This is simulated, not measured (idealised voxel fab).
process module | voxel self aligned contacts
cross-section cut | 290 nm wide | cells 5 nm
A cross-section is a grid of square cells, given in bands from the top down. A band is one or more rows of cells.
Each band's line starts with the height of the band's top and of its bottom, in nm. Then come its materials from left to right, each with its width in nm. One material with "throughout" fills the band from edge to edge. "air" is empty space.
Height 0 is the level under which the wafer as received is all one material. The lowest band goes on downwards, as in "0 down".
A width such as "30 to 40" changes by the same amount from each row of cells to the next, from the band's top row to its bottom row.
"no change" after a step means that no cell of the cross-section changed.
closed voids: empty space of 8 cells or more with no open way to the top, each as width x height at its distance from the left edge, in nm
after a step's settings: what the simulator itself notes on the step
overlay nm, on a step with a mask: how far to the right of its planned place the mask lay; to the left if negative
plan
1 op RECEIVE | material Si
2 op CONFORMAL_DEP | material SiO2 | thk nm 5
3 op DIRECTIONAL_DEP | material polySi | thk nm 25
4 op DIRECTIONAL_DEP | material SiN | thk nm 20
5 op DIRECTIONAL_DEP | material aC | thk nm 5
6 op PATTERN | tone cover | mask id GATE | material resist | width nm 35 | pitch nm 80 | thk nm 25 | overlay nm 0
7 op DIRECTIONAL_ETCH | etch materials aC | depth nm 10
8 op STRIP | etch materials resist
9 op DIRECTIONAL_ETCH | etch materials SiN | depth nm 20
10 op DIRECTIONAL_ETCH | etch materials polySi | depth nm 25
11 op STRIP | etch materials aC
12 op CONFORMAL_DEP | material SiN | thk nm 10
13 op DIRECTIONAL_ETCH | etch materials SiN | depth nm 10
14 op FILL_DEP | material SiO2 | thk nm 15
15 op CMP | height nm 55
16 op MASKED_ETCH | tone open | mask id CONTACT | width nm 65 | pitch nm 80 | etch materials SiO2 | depth nm 55 | overlay nm 0
17 op CONFORMAL_DEP | material TiN | thk nm 5
18 op FILL_DEP | material W | thk nm 5
19 op CMP | height nm 55
20 op CONFORMAL_DEP | material SiN | thk nm 5
varied across the wafers: thk nm of step 5. The plan shows the first wafer's value. All wafers start alike
first wafer as received, after step 1
  0 down: Si throughout
  closed voids: none
each wafer at the end: cells of each material gained (+) or lost (-) since it was received, then its closed voids
thk nm 5 | +250 SiN | +215 SiO2 | +66 TiN | +60 W | +105 polySi | closed voids: none
thk nm 10 | +250 SiN | +215 SiO2 | +66 TiN | +60 W | +105 polySi | closed voids: none
thk nm 15 | +290 SiN | +90 SiO2 | +26 TiN | +290 polySi | closed voids: none
thk nm 20 | +290 SiN | +90 SiO2 | +26 TiN | +290 polySi | closed voids: none
thk nm 25 | +290 SiN | +90 SiO2 | +26 TiN | +290 polySi | closed voids: none
